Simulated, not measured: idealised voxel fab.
process module | voxel ribs on slabs
cross-section cut | 145 nm wide | cells 5 nm
A cross-section is a grid of square cells, given in bands from the top down. A band is one or more rows of cells.
Each band's line starts with the height of the band's top and of its bottom, in nm. Then come its materials from left to right, each with its width in nm. One material with "throughout" fills the band from edge to edge. "air" is empty space.
Height 0 is the level under which the wafer as received is all one material. The lowest band goes on downwards, as in "0 down".
A width such as "30 to 40" changes by the same amount from each row of cells to the next, from the band's top row to its bottom row.
"no change" after a step means that no cell of the cross-section changed.
closed voids: empty space of 8 cells or more with no open way to the top, each as width x height at its distance from the left edge, in nm
after a step's settings: what the simulator itself notes on the step
overlay nm, on a step with a mask: how far to the right of its planned place the mask lay; to the left if negative
plan
1 op RECEIVE | material Si
2 op DIRECTIONAL_DEP | material SiO2 | thk nm 25
3 op DIRECTIONAL_DEP | material polySi | thk nm 15
4 op DIRECTIONAL_DEP | material aC | thk nm 15
5 op PATTERN | tone cover | mask id RIB | material resist | width nm 25 | thk nm 35 | overlay nm 0
6 op DIRECTIONAL_ETCH | etch materials aC | depth nm 15
7 op STRIP | etch materials resist
8 op DIRECTIONAL_ETCH | etch materials polySi | depth nm 10
9 op STRIP | etch materials aC
10 op PATTERN | tone cover | mask id SLAB | material resist | width nm 55 | thk nm 15 | overlay nm 0
11 op DIRECTIONAL_ETCH | etch materials polySi | depth nm 5
12 op STRIP | etch materials resist
13 op FILL_DEP | material SiO2 | thk nm 25
14 op CMP | height nm 55
15 op DIRECTIONAL_DEP | material TiN | thk nm 5
16 op DIRECTIONAL_DEP | material aC | thk nm 10
17 op PATTERN | tone cover | mask id HEATER | material resist | width nm 35 | thk nm 25 | overlay nm 0
18 op DIRECTIONAL_ETCH | etch materials aC | depth nm 10
19 op STRIP | etch materials resist
20 op DIRECTIONAL_ETCH | etch materials TiN | depth nm 5
21 op STRIP | etch materials aC
22 op CONFORMAL_DEP | material SiN | thk nm 10
as received, after step 1
  0 down: Si throughout
  closed voids: none
a wafer at the end: this start, this plan, one mistake
  70 to 65: air 45 | SiN 55 | air 45
  65 to 60: SiN throughout
  60 to 55: SiN 55 | TiN 35 | SiN 55
  55 to 40: SiO2 throughout
  40 to 30: SiO2 60 | polySi 25 | SiO2 60
  30 to 25: SiO2 40 | polySi 65 | SiO2 40
  25 to 0: SiO2 throughout
  0 down: Si throughout
  closed voids: none
what went wrong: step 10 ran as: op PATTERN | tone cover | mask id SLAB | material resist | width nm 65 | thk nm 15 | overlay nm 0
